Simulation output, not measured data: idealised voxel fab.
process module | voxel transistor to metal
cross-section cut | 295 nm wide | cells 5 nm
A cross-section is a grid of square cells, given in bands from the top down. A band is one or more rows of cells.
Each band's line starts with the height of the band's top and of its bottom, in nm. Then come its materials from left to right, each with its width in nm. One material with "throughout" fills the band from edge to edge. "air" is empty space.
Height 0 is the level under which the wafer as received is all one material. The lowest band goes on downwards, as in "0 down".
A width such as "30 to 40" changes by the same amount from each row of cells to the next, from the band's top row to its bottom row.
"no change" after a step means that no cell of the cross-section changed.
closed voids: empty space of 8 cells or more with no open way to the top, each as width x height at its distance from the left edge, in nm
after a step's settings: what the simulator itself notes on the step
overlay nm, on a step with a mask: how far to the right of its planned place the mask lay; to the left if negative
plan
1 op RECEIVE | material Si
2 op OXIDIZE | depth nm 5
3 op CONFORMAL_DEP | material SiN | thk nm 10
4 op PATTERN | tone cover | mask id ACTIVE | material resist | width nm 110 | pitch nm 130 | thk nm 15 | overlay nm 0
5 op DIRECTIONAL_ETCH | etch materials SiN | depth nm 10
6 op DIRECTIONAL_ETCH | etch materials SiO2 | depth nm 5
7 op DIRECTIONAL_ETCH | etch materials Si | depth nm 35
8 op STRIP | etch materials resist
9 op FILL_DEP | material SiO2 | thk nm 5
10 op CMP | height nm 10
11 op SELECTIVE_ETCH | etch materials SiO2 | depth nm 10
12 op STRIP | etch materials SiN
13 op SELECTIVE_ETCH | etch materials SiO2 | depth nm 5
14 op OXIDIZE | depth nm 5
15 op DIRECTIONAL_DEP | material polySi | thk nm 25
16 op DIRECTIONAL_DEP | material SiCN | thk nm 10
17 op MASKED_ETCH | tone cover | mask id GATE | width nm 30 | pitch nm 130 | etch materials SiCN | depth nm 20 | overlay nm 0
18 op MASKED_ETCH | tone cover | mask id GATE | width nm 30 | pitch nm 130 | etch materials polySi | depth nm 35 | overlay nm 0
19 op CONFORMAL_DEP | material SiN | thk nm 5
20 op DIRECTIONAL_ETCH | etch materials SiN | depth nm 5
21 op DIRECTIONAL_ETCH | etch materials SiO2 | depth nm 5
22 op DIRECTIONAL_ETCH | etch materials Si | depth nm 15
23 op EPI | material nSi | thk nm 15
24 op FILL_DEP | material SiO2 | thk nm 10
25 op CMP | height nm 20
26 op STRIP | etch materials polySi
27 op SELECTIVE_ETCH | etch materials SiO2 | depth nm 5
28 op CONFORMAL_DEP | material HfO2 | thk nm 5
29 op CONFORMAL_DEP | material TiN | thk nm 5
30 op FILL_DEP | material W | thk nm 5
31 op CMP | height nm 15
32 op DIRECTIONAL_DEP | material SiO2 | thk nm 15
33 op PATTERN | tone open | mask id CONTACT | material resist | width nm 15 | thk nm 20 | overlay nm 0
34 op DIRECTIONAL_ETCH | etch materials SiO2 | depth nm 40
35 op STRIP | etch materials resist
36 op CONFORMAL_DEP | material TiN | thk nm 5
37 op FILL_DEP | material Ru | thk nm 10
38 op CMP | height nm 30
39 op DIRECTIONAL_DEP | material TiN | thk nm 5
40 op DIRECTIONAL_DEP | material W | thk nm 15
41 op PATTERN | tone cover | mask id METAL_1 | material resist | width nm 15 | thk nm 20 | overlay nm 0
42 op DIRECTIONAL_ETCH | etch materials W | depth nm 15
43 op DIRECTIONAL_ETCH | etch materials TiN | depth nm 5
44 op STRIP | etch materials resist
45 op CONFORMAL_DEP | material SiCN | thk nm 5
46 op FILL_DEP | material lowk | thk nm 10
47 op CMP | height nm 50
48 op CONFORMAL_DEP | material SiCN | thk nm 5
as received, after step 1
  0 down: Si throughout
  closed voids: none
first wafer at the end, as planned
  55 to 50: SiCN throughout
  50 to 35: lowk 30 | SiCN 5 | W 15 | SiCN 5 | lowk 50 | SiCN 5 | W 15 | SiCN 5 | lowk 30 | SiCN 5 | W 15 | SiCN 5 | lowk 50 | SiCN 5 | W 15 | SiCN 5 | lowk 35
  35 to 30: SiCN 35 | TiN 15 | SiCN 60 | TiN 15 | SiCN 40 | TiN 15 | SiCN 60 | TiN 15 | SiCN 40
  30 to 15: SiO2 35 | TiN 5 | Ru 5 | TiN 5 | SiO2 60 | TiN 5 | Ru 5 | TiN 5 | SiO2 40 | TiN 5 | Ru 5 | TiN 5 | SiO2 60 | TiN 5 | Ru 5 | TiN 5 | SiO2 40
  15 to 10: SiO2 35 | TiN 5 | Ru 5 | TiN 5 | SiO2 10 | SiN 5 | HfO2 5 | TiN 5 | W 10 | TiN 5 | HfO2 5 | SiN 5 | SiO2 10 | TiN 5 | Ru 5 | TiN 5 | SiO2 40 | TiN 5 | Ru 5 | TiN 5 | SiO2 10 | SiN 5 | HfO2 5 | TiN 5 | W 10 | TiN 5 | HfO2 5 | SiN 5 | SiO2 10 | TiN 5 | Ru 5 | TiN 5 | SiO2 40
  10 to 5: SiO2 35 | TiN 15 | SiO2 10 | SiN 5 | HfO2 5 | TiN 5 | W 10 | TiN 5 | HfO2 5 | SiN 5 | SiO2 10 | TiN 15 | SiO2 40 | TiN 15 | SiO2 10 | SiN 5 | HfO2 5 | TiN 5 | W 10 | TiN 5 | HfO2 5 | SiN 5 | SiO2 10 | TiN 15 | SiO2 40
  5 to 0: SiO2 35 | TiN 10 | nSi 15 | SiN 5 | HfO2 5 | TiN 5 | W 10 | TiN 5 | HfO2 5 | SiN 5 | nSi 15 | TiN 10 | SiO2 40 | TiN 10 | nSi 15 | SiN 5 | HfO2 5 | TiN 5 | W 10 | TiN 5 | HfO2 5 | SiN 5 | nSi 15 | TiN 10 | SiO2 40
  0 to -5: SiO2 35 | TiN 10 | nSi 15 | SiN 5 | HfO2 5 | TiN 20 | HfO2 5 | SiN 5 | nSi 15 | TiN 10 | SiO2 40 | TiN 10 | nSi 15 | SiN 5 | HfO2 5 | TiN 20 | HfO2 5 | SiN 5 | nSi 15 | TiN 10 | SiO2 40
  -5 to -10: SiO2 35 | TiN 10 | nSi 15 | HfO2 40 | nSi 15 | TiN 10 | SiO2 40 | TiN 10 | nSi 15 | HfO2 40 | nSi 15 | TiN 10 | SiO2 40
  -10 to -25: SiO2 25 | nSi 35 | Si 40 | nSi 35 | SiO2 20 | nSi 35 | Si 40 | nSi 35 | SiO2 30
  -25 to -40: SiO2 25 | Si 110 | SiO2 20 | Si 110 | SiO2 30
  -40 down: Si throughout
  closed voids: none
second wafer at the end: like start, like plan, one mistake
  55 to 50: SiCN throughout
  50 to 35: lowk 30 | SiCN 5 | W 15 | SiCN 5 | lowk 50 | SiCN 5 | W 15 | SiCN 5 | lowk 30 | SiCN 5 | W 15 | SiCN 5 | lowk 50 | SiCN 5 | W 15 | SiCN 5 | lowk 35
  35 to 30: SiCN 35 | TiN 15 | SiCN 60 | TiN 15 | SiCN 40 | TiN 15 | SiCN 60 | TiN 15 | SiCN 40
  30 to 15: SiO2 35 | TiN 5 | Ru 5 | TiN 5 | SiO2 60 | TiN 5 | Ru 5 | TiN 5 | SiO2 40 | TiN 5 | Ru 5 | TiN 5 | SiO2 60 | TiN 5 | Ru 5 | TiN 5 | SiO2 40
  15 to 10: SiO2 35 | TiN 5 | Ru 5 | TiN 5 | SiO2 10 | SiN 5 | TiN 5 | HfO2 5 | W 10 | HfO2 5 | TiN 5 | SiN 5 | SiO2 10 | TiN 5 | Ru 5 | TiN 5 | SiO2 40 | TiN 5 | Ru 5 | TiN 5 | SiO2 10 | SiN 5 | TiN 5 | HfO2 5 | W 10 | HfO2 5 | TiN 5 | SiN 5 | SiO2 10 | TiN 5 | Ru 5 | TiN 5 | SiO2 40
  10 to 5: SiO2 35 | TiN 15 | SiO2 10 | SiN 5 | TiN 5 | HfO2 5 | W 10 | HfO2 5 | TiN 5 | SiN 5 | SiO2 10 | TiN 15 | SiO2 40 | TiN 15 | SiO2 10 | SiN 5 | TiN 5 | HfO2 5 | W 10 | HfO2 5 | TiN 5 | SiN 5 | SiO2 10 | TiN 15 | SiO2 40
  5 to 0: SiO2 35 | TiN 10 | nSi 15 | SiN 5 | TiN 5 | HfO2 5 | W 10 | HfO2 5 | TiN 5 | SiN 5 | nSi 15 | TiN 10 | SiO2 40 | TiN 10 | nSi 15 | SiN 5 | TiN 5 | HfO2 5 | W 10 | HfO2 5 | TiN 5 | SiN 5 | nSi 15 | TiN 10 | SiO2 40
  0 to -5: SiO2 35 | TiN 10 | nSi 15 | SiN 5 | TiN 5 | HfO2 20 | TiN 5 | SiN 5 | nSi 15 | TiN 10 | SiO2 40 | TiN 10 | nSi 15 | SiN 5 | TiN 5 | HfO2 20 | TiN 5 | SiN 5 | nSi 15 | TiN 10 | SiO2 40
  -5 to -10: SiO2 35 | TiN 10 | nSi 15 | TiN 40 | nSi 15 | TiN 10 | SiO2 40 | TiN 10 | nSi 15 | TiN 40 | nSi 15 | TiN 10 | SiO2 40
  -10 to -25: SiO2 25 | nSi 35 | Si 40 | nSi 35 | SiO2 20 | nSi 35 | Si 40 | nSi 35 | SiO2 30
  -25 to -40: SiO2 25 | Si 110 | SiO2 20 | Si 110 | SiO2 30
  -40 down: Si throughout
  closed voids: none
what went wrong: steps 28 and 29 were swapped
at the end the second wafer has, in cells: 12 fewer of HfO2 | 12 more of TiN
